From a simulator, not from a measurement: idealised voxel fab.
Title: Process Module voxel fin reveal
Cross-section cut: width 165 nm, square cells of 5 nm.
Throughout this document, each cross-section is represented as a grid of square cells and is presented as a sequence of bands enumerated from the top downward, where a band comprises one or more rows of cells.
Per band: top height and bottom height in nm, followed by the left-to-right materials and their widths in nm; "everywhere" marks a single material spanning edge to edge, "empty" marks empty space.
Heights from 0 (as-received wafer is one material below). Bottom band endless downward, as "0..down".
The width entry "30..40" should be interpreted row by row: the top row of cells in the band takes the first number, the bottom row takes the second number, and the change between adjacent rows is uniform throughout.
Reading "nothing got changed" for a step: not a cell of the cross-section changed in it.
The entry titled "Enclosed internal cavities" provides the empty spaces that have no open way to the top, restricted to those of 8 cells or more. Each is presented as width x height at distance, the distance being measured from the left edge, with all three in nm.
Anything after a step's settings on that line? It's the simulator's own note about the step.
The "overlay nm" setting may appear on a step's line; for a step that uses a mask, it gives how far to the right of its planned position the mask lay, and a negative value indicates the left.
Pairs ahead. Before: cross-section ahead of one process step. After: cross-section once the step is done, shown to the lowest changed band only. Under each pair: that step, with settings. Caution: pairs may come from different runs of this module on the same starting wafer; a pair follows the pair above only where its "Before-step section" entry says so.
### Before-step section
0..down = Si everywhere
Enclosed internal cavities: none
### after
10..0 = SiN everywhere
Unchanged below 0.
Enclosed internal cavities: none
Quick note on the step between the two cross-sections above: CONFORMAL_DEP [material SiN] [thk nm 10]
Before-step section: this step begins from the cross-section that the pair just above shows after its step.
### after
20..10 = aC everywhere
Unchanged below 10.
Enclosed internal cavities: none
Quick note on the step between the two cross-sections above: DIRECTIONAL_DEP [material aC] [thk nm 10]
Before-step section: this step begins from the cross-section that the pair just above shows after its step.
### after
45..20 = empty (15), resist (15), empty (25), resist (15), empty (25), resist (15), empty (25), resist (15), empty (15)
Unchanged below 20.
Enclosed internal cavities: none
Quick note on the step between the two cross-sections above: PATTERN [tone cover] [mask id FINS] [material resist] [width nm 15] [pitch nm 40] [thk nm 25] [overlay nm 0]
Before-step section: this step begins from the cross-section that the pair just above shows after its step.
### after
35..20 = empty (15), resist (15), empty (25), resist (15), empty (25), resist (15), empty (25), resist (15), empty (15)
20..10 = empty (15), aC (15), empty (25), aC (15), empty (25), aC (15), empty (25), aC (15), empty (15)
Unchanged below 10.
Enclosed internal cavities: none
Quick note on the step between the two cross-sections above: DIRECTIONAL_ETCH [etch materials aC] [depth nm 10]
Before-step section: this step begins from the cross-section that the pair just above shows after its step.
### after
20..10 = empty (15), aC (15), empty (25), aC (15), empty (25), aC (15), empty (25), aC (15), empty (15)
Unchanged below 10.
Enclosed internal cavities: none
Quick note on the step between the two cross-sections above: STRIP [etch materials resist]
Before-step section: this step begins from the cross-section that the pair just above shows after its step.
### after
20..10 = empty (15), aC (15), empty (25), aC (15), empty (25), aC (15), empty (25), aC (15), empty (15)
10..0 = empty (15), SiN (15), empty (25), SiN (15), empty (25), SiN (15), empty (25), SiN (15), empty (15)
Unchanged below 0.
Enclosed internal cavities: none
Quick note on the step between the two cross-sections above: DIRECTIONAL_ETCH [etch materials SiN] [depth nm 10]
Before-step section: this step begins from the cross-section that the pair just above shows after its step.
### after
20..10 = empty (15), aC (15), empty (25), aC (15), empty (25), aC (15), empty (25), aC (15), empty (15)
10..0 = empty (15), SiN (15), empty (25), SiN (15), empty (25), SiN (15), empty (25), SiN (15), empty (15)
0..-35 = empty (15), Si (15), empty (25), Si (15), empty (25), Si (15), empty (25), Si (15), empty (15)
Unchanged below -35.
Enclosed internal cavities: none
Quick note on the step between the two cross-sections above: DIRECTIONAL_ETCH [etch materials Si] [depth nm 35]
Before-step section: this step begins from the cross-section that the pair just above shows after its step.
### after
10..0 = empty (15), SiN (15), empty (25), SiN (15), empty (25), SiN (15), empty (25), SiN (15), empty (15)
Unchanged below 0.
Enclosed internal cavities: none
Quick note on the step between the two cross-sections above: STRIP [etch materials aC]
Before-step section: this step begins from the cross-section that the pair just above shows after its step.
### after
10..0 = empty (15), SiN (15), empty (25), SiN (15), empty (25), SiN (15), empty (25), SiN (15), empty (15)
0..-35 = empty (15), SiO2 (5), Si (5), SiO2 (5), empty (25), SiO2 (5), Si (5), SiO2 (5), empty (25), SiO2 (5), Si (5), SiO2 (5), empty (25), SiO2 (5), Si (5), SiO2 (5), empty (15)
-35..-40 = SiO2 (20), Si (5), SiO2 (35), Si (5), SiO2 (35), Si (5), SiO2 (35), Si (5), SiO2 (20)
Unchanged below -40.
Enclosed internal cavities: none
Quick note on the step between the two cross-sections above: OXIDIZE [depth nm 5]
Before-step section: this step begins from the cross-section that the pair just above shows after its step.
### after
20..10 = SiO2 everywhere
10..0 = SiO2 (15), SiN (15), SiO2 (25), SiN (15), SiO2 (25), SiN (15), SiO2 (25), SiN (15), SiO2 (15)
0..-40 = SiO2 (20), Si (5), SiO2 (35), Si (5), SiO2 (35), Si (5), SiO2 (35), Si (5), SiO2 (20)
Unchanged below -40.
Enclosed internal cavities: none
Quick note on the step between the two cross-sections above: FILL_DEP [material SiO2] [thk nm 10]
Before-step section: this step begins from the cross-section that the pair just above shows after its step.
### after
10..0 = SiO2 (15), SiN (15), SiO2 (25), SiN (15), SiO2 (25), SiN (15), SiO2 (25), SiN (15), SiO2 (15)
Unchanged below 0.
Enclosed internal cavities: none
Quick note on the step between the two cross-sections above: CMP [height nm 10]
Before-step section: this step begins from the cross-section that the pair just above shows after its step.
### after
10..0 = empty (15), SiN (15), empty (25), SiN (15), empty (25), SiN (15), empty (25), SiN (15), empty (15)
0..-25 = empty (20), Si (5), empty (35), Si (5), empty (35), Si (5), empty (35), Si (5), empty (20)
Unchanged below -25.
Enclosed internal cavities: none
Quick note on the step between the two cross-sections above: SELECTIVE_ETCH [etch materials SiO2] [depth nm 35]
Before-step section: this step begins from the cross-section that the pair just above shows after its step.
### after
0..-25 = empty (20), Si (5), empty (35), Si (5), empty (35), Si (5), empty (35), Si (5), empty (20)
Unchanged below -25.
Enclosed internal cavities: none
Quick note on the step between the two cross-sections above: STRIP [etch materials SiN]
Before-step section: this step begins from the cross-section that the pair just above shows after its step.
### after
5..0 = empty (15), HfO2 (15), empty (25), HfO2 (15), empty (25), HfO2 (15), empty (25), HfO2 (15), empty (15)
0..-20 = empty (15), HfO2 (5), Si (5), HfO2 (5), empty (25), HfO2 (5), Si (5), HfO2 (5), empty (25), HfO2 (5), Si (5), HfO2 (5), empty (25), HfO2 (5), Si (5), HfO2 (5), empty (15)
-20..-25 = HfO2 (20), Si (5), HfO2 (35), Si (5), HfO2 (35), Si (5), HfO2 (35), Si (5), HfO2 (20)
Unchanged below -25.
Enclosed internal cavities: none
Quick note on the step between the two cross-sections above: CONFORMAL_DEP [material HfO2] [thk nm 5]
### Before-step section
10..0 = empty (15), SiN (15), empty (25), SiN (15), empty (25), SiN (15), empty (25), SiN (15), empty (15)
0..-25 = empty (20), Si (5), empty (35), Si (5), empty (35), Si (5), empty (35), Si (5), empty (20)
-25..-40 = SiO2 (20), Si (5), SiO2 (35), Si (5), SiO2 (35), Si (5), SiO2 (35), Si (5), SiO2 (20)
-40..down = Si everywhere
Enclosed internal cavities: none
### after
10..0 = empty (15), SiN (15), empty (25), SiN (15), empty (25), SiN (15), empty (25), SiN (15), empty (15)
0..-40 = empty (20), Si (5), empty (35), Si (5), empty (35), Si (5), empty (35), Si (5), empty (20)
Unchanged below -40.
Enclosed internal cavities: none
Quick note on the step between the two cross-sections above: SELECTIVE_ETCH [etch materials SiO2] [depth nm 35]
Before-step section: this step begins from the cross-section that the pair just above shows after its step.
### after
0..-40 = empty (20), Si (5), empty (35), Si (5), empty (35), Si (5), empty (35), Si (5), empty (20)
Unchanged below -40.
Enclosed internal cavities: none
Quick note on the step between the two cross-sections above: STRIP [etch materials SiN]
Before-step section: this step begins from the cross-section that the pair just above shows after its step.
### after
5..0 = empty (15), HfO2 (15), empty (25), HfO2 (15), empty (25), HfO2 (15), empty (25), HfO2 (15), empty (15)
0..-35 = empty (15), HfO2 (5), Si (5), HfO2 (5), empty (25), HfO2 (5), Si (5), HfO2 (5), empty (25), HfO2 (5), Si (5), HfO2 (5), empty (25), HfO2 (5), Si (5), HfO2 (5), empty (15)
-35..-40 = HfO2 (20), Si (5), HfO2 (35), Si (5), HfO2 (35), Si (5), HfO2 (35), Si (5), HfO2 (20)
Unchanged below -40.
Enclosed internal cavities: none
Quick note on the step between the two cross-sections above: CONFORMAL_DEP [material HfO2] [thk nm 5]
### Before-step section
35..20 = empty (15), resist (15), empty (25), resist (15), empty (25), resist (15), empty (25), resist (15), empty (15)
20..10 = empty (15), aC (15), empty (25), aC (15), empty (25), aC (15), empty (25), aC (15), empty (15)
10..0 = SiN everywhere
0..down = Si everywhere
Enclosed internal cavities: none
### after
35..20 = empty (15), resist (15), empty (25), resist (15), empty (25), resist (15), empty (25), resist (15), empty (15)
20..10 = empty (15), aC (15), empty (25), aC (15), empty (25), aC (15), empty (25), aC (15), empty (15)
10..0 = empty (15), SiN (15), empty (25), SiN (15), empty (25), SiN (15), empty (25), SiN (15), empty (15)
Unchanged below 0.
Enclosed internal cavities: none
Quick note on the step between the two cross-sections above: DIRECTIONAL_ETCH [etch materials SiN] [depth nm 10]
Before-step section: this step begins from the cross-section that the pair just above shows after its step.
### after
20..10 = empty (15), aC (15), empty (25), aC (15), empty (25), aC (15), empty (25), aC (15), empty (15)
Unchanged below 10.
Enclosed internal cavities: none
Quick note on the step between the two cross-sections above: STRIP [etch materials resist]
Before-step section: this step begins from the cross-section that the pair just above shows after its step.
### after
20..10 = empty (15), aC (15), empty (25), aC (15), empty (25), aC (15), empty (25), aC (15), empty (15)
10..0 = empty (15), SiN (15), empty (25), SiN (15), empty (25), SiN (15), empty (25), SiN (15), empty (15)
0..-40 = empty (15), Si (15), empty (25), Si (15), empty (25), Si (15), empty (25), Si (15), empty (15)
Unchanged below -40.
Enclosed internal cavities: none
Quick note on the step between the two cross-sections above: DIRECTIONAL_ETCH [etch materials Si] [depth nm 40]
Before-step section: this step begins from the cross-section that the pair just above shows after its step.
### after
10..0 = empty (15), SiN (15), empty (25), SiN (15), empty (25), SiN (15), empty (25), SiN (15), empty (15)
Unchanged below 0.
Enclosed internal cavities: none
Quick note on the step between the two cross-sections above: STRIP [etch materials aC]
Before-step section: this step begins from the cross-section that the pair just above shows after its step.
### after
10..0 = empty (15), SiN (15), empty (25), SiN (15), empty (25), SiN (15), empty (25), SiN (15), empty (15)
0..-40 = empty (15), SiO2 (5), Si (5), SiO2 (5), empty (25), SiO2 (5), Si (5), SiO2 (5), empty (25), SiO2 (5), Si (5), SiO2 (5), empty (25), SiO2 (5), Si (5), SiO2 (5), empty (15)
-40..-45 = SiO2 (20), Si (5), SiO2 (35), Si (5), SiO2 (35), Si (5), SiO2 (35), Si (5), SiO2 (20)
Unchanged below -45.
Enclosed internal cavities: none
Quick note on the step between the two cross-sections above: OXIDIZE [depth nm 5]
Before-step section: this step begins from the cross-section that the pair just above shows after its step.
### after
20..10 = SiO2 everywhere
10..0 = SiO2 (15), SiN (15), SiO2 (25), SiN (15), SiO2 (25), SiN (15), SiO2 (25), SiN (15), SiO2 (15)
0..-45 = SiO2 (20), Si (5), SiO2 (35), Si (5), SiO2 (35), Si (5), SiO2 (35), Si (5), SiO2 (20)
Unchanged below -45.
Enclosed internal cavities: none
Quick note on the step between the two cross-sections above: FILL_DEP [material SiO2] [thk nm 10]
Before-step section: this step begins from the cross-section that the pair just above shows after its step.
### after
10..0 = SiO2 (15), SiN (15), SiO2 (25), SiN (15), SiO2 (25), SiN (15), SiO2 (25), SiN (15), SiO2 (15)
Unchanged below 0.
Enclosed internal cavities: none
Quick note on the step between the two cross-sections above: CMP [height nm 10]
Before-step section: this step begins from the cross-section that the pair just above shows after its step.
### after
10..0 = empty (15), SiN (15), empty (25), SiN (15), empty (25), SiN (15), empty (25), SiN (15), empty (15)
0..-25 = empty (20), Si (5), empty (35), Si (5), empty (35), Si (5), empty (35), Si (5), empty (20)
Unchanged below -25.
Enclosed internal cavities: none
Quick note on the step between the two cross-sections above: SELECTIVE_ETCH [etch materials SiO2] [depth nm 35]
Before-step section: this step begins from the cross-section that the pair just above shows after its step.
### after
0..-25 = empty (20), Si (5), empty (35), Si (5), empty (35), Si (5), empty (35), Si (5), empty (20)
Unchanged below -25.
Enclosed internal cavities: none
Quick note on the step between the two cross-sections above: STRIP [etch materials SiN]
Before-step section: this step begins from the cross-section that the pair just above shows after its step.
### after
5..0 = empty (15), HfO2 (15), empty (25), HfO2 (15), empty (25), HfO2 (15), empty (25), HfO2 (15), empty (15)
0..-20 = empty (15), HfO2 (5), Si (5), HfO2 (5), empty (25), HfO2 (5), Si (5), HfO2 (5), empty (25), HfO2 (5), Si (5), HfO2 (5), empty (25), HfO2 (5), Si (5), HfO2 (5), empty (15)
-20..-25 = HfO2 (20), Si (5), HfO2 (35), Si (5), HfO2 (35), Si (5), HfO2 (35), Si (5), HfO2 (20)
Unchanged below -25.
Enclosed internal cavities: none
Quick note on the step between the two cross-sections above: CONFORMAL_DEP [material HfO2] [thk nm 5]
### Before-step section
10..0 = empty (15), SiN (15), empty (25), SiN (15), empty (25), SiN (15), empty (25), SiN (15), empty (15)
0..-35 = empty (15), SiO2 (5), Si (5), SiO2 (5), empty (25), SiO2 (5), Si (5), SiO2 (5), empty (25), SiO2 (5), Si (5), SiO2 (5), empty (25), SiO2 (5), Si (5), SiO2 (5), empty (15)
-35..-40 = SiO2 (20), Si (5), SiO2 (35), Si (5), SiO2 (35), Si (5), SiO2 (35), Si (5), SiO2 (20)
-40..down = Si everywhere
Enclosed internal cavities: none
### after
20..10 = HfO2 everywhere
10..0 = HfO2 (15), SiN (15), HfO2 (25), SiN (15), HfO2 (25), SiN (15), HfO2 (25), SiN (15), HfO2 (15)
0..-35 = HfO2 (15), SiO2 (5), Si (5), SiO2 (5), HfO2 (25), SiO2 (5), Si (5), SiO2 (5), HfO2 (25), SiO2 (5), Si (5), SiO2 (5), HfO2 (25), SiO2 (5), Si (5), SiO2 (5), HfO2 (15)
Unchanged below -35.
Enclosed internal cavities: none
Quick note on the step between the two cross-sections above: FILL_DEP [material HfO2] [thk nm 10]
Before-step section: this step begins from the cross-section that the pair just above shows after its step.
### after
10..0 = HfO2 (15), SiN (15), HfO2 (25), SiN (15), HfO2 (25), SiN (15), HfO2 (25), SiN (15), HfO2 (15)
Unchanged below 0.
Enclosed internal cavities: none
Quick note on the step between the two cross-sections above: CMP [height nm 10]
Before-step section: this step begins from the cross-section that the pair just above shows after its step.
### after
10..0 = HfO2 (15), empty (15), HfO2 (25), empty (15), HfO2 (25), empty (15), HfO2 (25), empty (15), HfO2 (15)
Unchanged below 0.
Enclosed internal cavities: none
Quick note on the step between the two cross-sections above: STRIP [etch materials SiN]
Before-step section: this step begins from the cross-section that the pair just above shows after its step.
### after
15..5 = HfO2 (20), empty (5), HfO2 (35), empty (5), HfO2 (35), empty (5), HfO2 (35), empty (5), HfO2 (20)
5..0 = HfO2 everywhere
Unchanged below 0.
Enclosed internal cavities: none
Quick note on the step between the two cross-sections above: CONFORMAL_DEP [material HfO2] [thk nm 5]
### Before-step section
20..10 = aC everywhere
10..0 = SiN everywhere
0..down = Si everywhere
Enclosed internal cavities: none
### after
45..20 = resist (15), empty (15), resist (25), empty (15), resist (25), empty (15), resist (25), empty (15), resist (15)
Unchanged below 20.
Enclosed internal cavities: none
Quick note on the step between the two cross-sections above: PATTERN [tone open] [mask id FINS] [material resist] [width nm 15] [pitch nm 40] [thk nm 25] [overlay nm 0]
Before-step section: this step begins from the cross-section that the pair just above shows after its step.
### after
35..20 = resist (15), empty (15), resist (25), empty (15), resist (25), empty (15), resist (25), empty (15), resist (15)
20..10 = aC (15), empty (15), aC (25), empty (15), aC (25), empty (15), aC (25), empty (15), aC (15)
Unchanged below 10.
Enclosed internal cavities: none
Quick note on the step between the two cross-sections above: DIRECTIONAL_ETCH [etch materials aC] [depth nm 10]
Before-step section: this step begins from the cross-section that the pair just above shows after its step.
### after
20..10 = aC (15), empty (15), aC (25), empty (15), aC (25), empty (15), aC (25), empty (15), aC (15)
Unchanged below 10.
Enclosed internal cavities: none
Quick note on the step between the two cross-sections above: STRIP [etch materials resist]
Before-step section: this step begins from the cross-section that the pair just above shows after its step.
### after
20..10 = aC (15), empty (15), aC (25), empty (15), aC (25), empty (15), aC (25), empty (15), aC (15)
10..0 = SiN (15), empty (15), SiN (25), empty (15), SiN (25), empty (15), SiN (25), empty (15), SiN (15)
Unchanged below 0.
Enclosed internal cavities: none
Quick note on the step between the two cross-sections above: DIRECTIONAL_ETCH [etch materials SiN] [depth nm 10]
Before-step section: this step begins from the cross-section that the pair just above shows after its step.
### after
20..10 = aC (15), empty (15), aC (25), empty (15), aC (25), empty (15), aC (25), empty (15), aC (15)
10..0 = SiN (15), empty (15), SiN (25), empty (15), SiN (25), empty (15), SiN (25), empty (15), SiN (15)
0..-35 = Si (15), empty (15), Si (25), empty (15), Si (25), empty (15), Si (25), empty (15), Si (15)
Unchanged below -35.
Enclosed internal cavities: none
Quick note on the step between the two cross-sections above: DIRECTIONAL_ETCH [etch materials Si] [depth nm 35]
Before-step section: this step begins from the cross-section that the pair just above shows after its step.
### after
10..0 = SiN (15), empty (15), SiN (25), empty (15), SiN (25), empty (15), SiN (25), empty (15), SiN (15)
Unchanged below 0.
Enclosed internal cavities: none
Quick note on the step between the two cross-sections above: STRIP [etch materials aC]
Before-step section: this step begins from the cross-section that the pair just above shows after its step.
### after
10..0 = SiN (15), empty (15), SiN (25), empty (15), SiN (25), empty (15), SiN (25), empty (15), SiN (15)
0..-35 = Si (10), SiO2 (5), empty (15), SiO2 (5), Si (15), SiO2 (5), empty (15), SiO2 (5), Si (15), SiO2 (5), empty (15), SiO2 (5), Si (15), SiO2 (5), empty (15), SiO2 (5), Si (10)
-35..-40 = Si (10), SiO2 (25), Si (15), SiO2 (25), Si (15), SiO2 (25), Si (15), SiO2 (25), Si (10)
Unchanged below -40.
Enclosed internal cavities: none
Quick note on the step between the two cross-sections above: OXIDIZE [depth nm 5]
Before-step section: this step begins from the cross-section that the pair just above shows after its step.
### after
20..10 = SiO2 everywhere
10..0 = SiN (15), SiO2 (15), SiN (25), SiO2 (15), SiN (25), SiO2 (15), SiN (25), SiO2 (15), SiN (15)
0..-40 = Si (10), SiO2 (25), Si (15), SiO2 (25), Si (15), SiO2 (25), Si (15), SiO2 (25), Si (10)
Unchanged below -40.
Enclosed internal cavities: none
Quick note on the step between the two cross-sections above: FILL_DEP [material SiO2] [thk nm 10]
Before-step section: this step begins from the cross-section that the pair just above shows after its step.
### after
10..0 = SiN (15), SiO2 (15), SiN (25), SiO2 (15), SiN (25), SiO2 (15), SiN (25), SiO2 (15), SiN (15)
Unchanged below 0.
Enclosed internal cavities: none
Quick note on the step between the two cross-sections above: CMP [height nm 10]
Before-step section: this step begins from the cross-section that the pair just above shows after its step.
### after
10..0 = SiN (15), empty (15), SiN (25), empty (15), SiN (25), empty (15), SiN (25), empty (15), SiN (15)
0..-25 = Si (10), empty (25), Si (15), empty (25), Si (15), empty (25), Si (15), empty (25), Si (10)
Unchanged below -25.
Enclosed internal cavities: none
Quick note on the step between the two cross-sections above: SELECTIVE_ETCH [etch materials SiO2] [depth nm 35]
Before-step section: this step begins from the cross-section that the pair just above shows after its step.
### after
0..-25 = Si (10), empty (25), Si (15), empty (25), Si (15), empty (25), Si (15), empty (25), Si (10)
Unchanged below -25.
Enclosed internal cavities: none
Quick note on the step between the two cross-sections above: STRIP [etch materials SiN]
Before-step section: this step begins from the cross-section that the pair just above shows after its step.
### after
5..0 = HfO2 (15), empty (15), HfO2 (25), empty (15), HfO2 (25), empty (15), HfO2 (25), empty (15), HfO2 (15)
0..-20 = Si (10), HfO2 (5), empty (15), HfO2 (5), Si (15), HfO2 (5), empty (15), HfO2 (5), Si (15), HfO2 (5), empty (15), HfO2 (5), Si (15), HfO2 (5), empty (15), HfO2 (5), Si (10)
-20..-25 = Si (10), HfO2 (25), Si (15), HfO2 (25), Si (15), HfO2 (25), Si (15), HfO2 (25), Si (10)
Unchanged below -25.
Enclosed internal cavities: none
Quick note on the step between the two cross-sections above: CONFORMAL_DEP [material HfO2] [thk nm 5]
